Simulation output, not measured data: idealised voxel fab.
Process module under the name voxel gate over fins
Xsec cut, 210 nm wide, square cell size 5 nm.
In what follows, cross-sections appear as grids of square cells, described through bands that run from the top down, where every band is one or more rows of cells. Heights first: top, then bottom, in nm. Then materials, left to right, each with a width in nm. "everywhere" on a single material: fills the band edge to edge. "air": empty space. Heights from 0 (as-received wafer is one material below). Bottom band endless downward, as "0..down". Think of "30 to 40" as a width that walks from the first number to the second as you go down the band, top row to bottom row, taking equal-sized steps from row to row. What does "no alteration" mean for a step? It means no cell of the cross-section changed in that step. Basically, "Sealed internal cavities" tells you about the enclosed voids: empty spaces with no open way to the top, 8 cells or bigger, each written width x height at distance, where distance is from the left edge, all in nm. Anything after a step's settings on that line? It's the simulator's own note about the step. Among the settings permitted on a step's line is "overlay nm"; applied to a step with a mask, it specifies the extent to which the mask lay to the right of its planned position, whereas a negative figure signifies a position to the left.

[plan]
1: RECEIVE [material Si]
2: CONFORMAL_DEP [material SiN] [thk nm 5]
3: DIRECTIONAL_DEP [material aC] [thk nm 10]
4: PATTERN [tone cover] [mask id FINS] [material resist] [width nm 15] [pitch nm 60] [thk nm 25] [overlay nm 0]
5: DIRECTIONAL_ETCH [etch materials aC] [depth nm 10]
6: STRIP [etch materials resist]
7: DIRECTIONAL_ETCH [etch materials SiN] [depth nm 5]
8: DIRECTIONAL_ETCH [etch materials Si] [depth nm 35]
9: STRIP [etch materials aC]
10: FILL_DEP [material SiO2] [thk nm 5]
11: CMP [height nm 5]
12: DIRECTIONAL_DEP [material aC] [thk nm 10]
13: PATTERN [tone open] [mask id RAIL] [material resist] [width nm 15] [thk nm 25] [overlay nm 0]
14: DIRECTIONAL_ETCH [etch materials aC] [depth nm 10]
15: STRIP [etch materials resist]
16: DIRECTIONAL_ETCH [etch materials SiO2] [depth nm 35]
17: STRIP [etch materials aC]
18: CONFORMAL_DEP [material TiN] [thk nm 5]
19: FILL_DEP [material Ru] [thk nm 5]
20: CMP [height nm 5]
21: SELECTIVE_ETCH [etch materials W Ru TiN] [depth nm 20]
22: FILL_DEP [material SiO2] [thk nm 5]
23: CMP [height nm 5]
24: SELECTIVE_ETCH [etch materials SiO2] [depth nm 15]
25: STRIP [etch materials SiN]
26: CONFORMAL_DEP [material HfO2] [thk nm 5]
27: CONFORMAL_DEP [material TiN] [thk nm 5]
28: FILL_DEP [material W] [thk nm 10]
29: CMP [height nm 15]
30: CONFORMAL_DEP [material SiN] [thk nm 10]

[Here's what the wafer looked like in cross-section when it arrived - that's after step 1]
	0..down = Si everywhere
	Sealed internal cavities: none

[Cross-section taken at module completion on the first of two wafers; processed per the plan]
	25..15 = SiN everywhere
	15..10 = W everywhere
	10..5 = W 55 nm  TiN 35 nm  W 25 nm  TiN 35 nm  W 60 nm
	5..0 = W 55 nm  TiN 5 nm  HfO2 25 nm  TiN 5 nm  W 25 nm  TiN 5 nm  HfO2 25 nm  TiN 5 nm  W 60 nm
	0..-5 = TiN 60 nm  HfO2 5 nm  Si 15 nm  HfO2 5 nm  TiN 35 nm  HfO2 5 nm  Si 15 nm  HfO2 5 nm  TiN 65 nm
	-5..-10 = HfO2 65 nm  Si 15 nm  HfO2 45 nm  Si 15 nm  HfO2 70 nm
	-10..-15 = SiO2 65 nm  Si 15 nm  SiO2 45 nm  Si 15 nm  SiO2 70 nm
	-15..-25 = SiO2 65 nm  Si 15 nm  SiO2 15 nm  TiN 5 nm  Ru 5 nm  TiN 5 nm  SiO2 15 nm  Si 15 nm  SiO2 70 nm
	-25..-30 = SiO2 65 nm  Si 15 nm  SiO2 15 nm  TiN 15 nm  SiO2 15 nm  Si 15 nm  SiO2 70 nm
	-30..-35 = SiO2 65 nm  Si 15 nm  SiO2 45 nm  Si 15 nm  SiO2 70 nm
	-35..down = Si everywhere
	Sealed internal cavities: none

[Cross-sectional image of the second wafer of the two following completion of the module. Starting state and process plan were the same as for the first wafer; one execution error occurred]
	25..15 = SiN everywhere
	15..10 = W everywhere
	10..5 = W 55 nm  TiN 35 nm  W 25 nm  TiN 35 nm  W 60 nm
	5..0 = W 55 nm  TiN 5 nm  HfO2 25 nm  TiN 5 nm  W 25 nm  TiN 5 nm  HfO2 25 nm  TiN 5 nm  W 60 nm
	0..-5 = TiN 60 nm  HfO2 5 nm  Si 15 nm  HfO2 5 nm  TiN 35 nm  HfO2 5 nm  Si 15 nm  HfO2 5 nm  TiN 65 nm
	-5..-10 = HfO2 65 nm  Si 15 nm  HfO2 45 nm  Si 15 nm  HfO2 70 nm
	-10..-15 = SiO2 65 nm  Si 15 nm  SiO2 45 nm  Si 15 nm  SiO2 70 nm
	-15..-25 = SiO2 65 nm  Si 15 nm  SiO2 20 nm  Ru 5 nm  SiO2 20 nm  Si 15 nm  SiO2 70 nm
	-25..-35 = SiO2 65 nm  Si 15 nm  SiO2 45 nm  Si 15 nm  SiO2 70 nm
	-35..down = Si everywhere
	Sealed internal cavities: none
Heads up, the wafer didn't run the way we planned it: step 18 ran with different settings than intended, the actual operation and settings being CONFORMAL_DEP [material SiO2] [thk nm 5]
End check, counted in cells, second wafer has more or fewer of these materials than the first: SiO2 +7, TiN -7
